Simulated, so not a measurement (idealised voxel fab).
process module | voxel ribs on slabs
cross-section cut | 210 nm wide | cells 5 nm
A cross-section is a grid of square cells, given in bands from the top down. A band is one or more rows of cells.
Each band's line starts with the height of the band's top and of its bottom, in nm. Then come its materials from left to right, each with its width in nm. One material with "throughout" fills the band from edge to edge. "air" is empty space.
Height 0 is the level under which the wafer as received is all one material. The lowest band goes on downwards, as in "0 down".
A width such as "30 to 40" changes by the same amount from each row of cells to the next, from the band's top row to its bottom row.
"no change" after a step means that no cell of the cross-section changed.
closed voids: empty space of 8 cells or more with no open way to the top, each as width x height at its distance from the left edge, in nm
after a step's settings: what the simulator itself notes on the step
overlay nm, on a step with a mask: how far to the right of its planned place the mask lay; to the left if negative
plan
1 op RECEIVE | material Si
2 op DIRECTIONAL_DEP | material SiO2 | thk nm 20
3 op DIRECTIONAL_DEP | material polySi | thk nm 15
4 op PATTERN | tone cover | mask id RIB | material resist | width nm 15 | thk nm 15 | overlay nm 0
5 op DIRECTIONAL_ETCH | etch materials polySi | depth nm 10
6 op STRIP | etch materials resist
7 op MASKED_ETCH | tone cover | mask id SLAB | width nm 65 | etch materials polySi | depth nm 5 | overlay nm 0
8 op FILL_DEP | material SiO2 | thk nm 15
9 op CMP | height nm 35
10 op DIRECTIONAL_DEP | material W | thk nm 10
11 op DIRECTIONAL_DEP | material aC | thk nm 10
12 op PATTERN | tone cover | mask id HEATER | material resist | width nm 25 | thk nm 25 | overlay nm 0
13 op DIRECTIONAL_ETCH | etch materials aC | depth nm 10
14 op STRIP | etch materials resist
15 op DIRECTIONAL_ETCH | etch materials W | depth nm 10
16 op STRIP | etch materials aC
17 op CONFORMAL_DEP | material SiN | thk nm 5
varied across the wafers: height nm of step 9. The plan shows the first wafer's value. All wafers start alike
first wafer as received, after step 1
  0 down: Si throughout
  closed voids: none
each wafer at the end: cells of each material gained (+) or lost (-) since it was received, then its closed voids
height nm 35 | +46 SiN | +275 SiO2 | +10 W | +19 polySi | closed voids: none
height nm 40 | +46 SiN | +317 SiO2 | +10 W | +19 polySi | closed voids: none
height nm 45 | +46 SiN | +359 SiO2 | +10 W | +19 polySi | closed voids: none
height nm 50 | +46 SiN | +401 SiO2 | +10 W | +19 polySi | closed voids: none
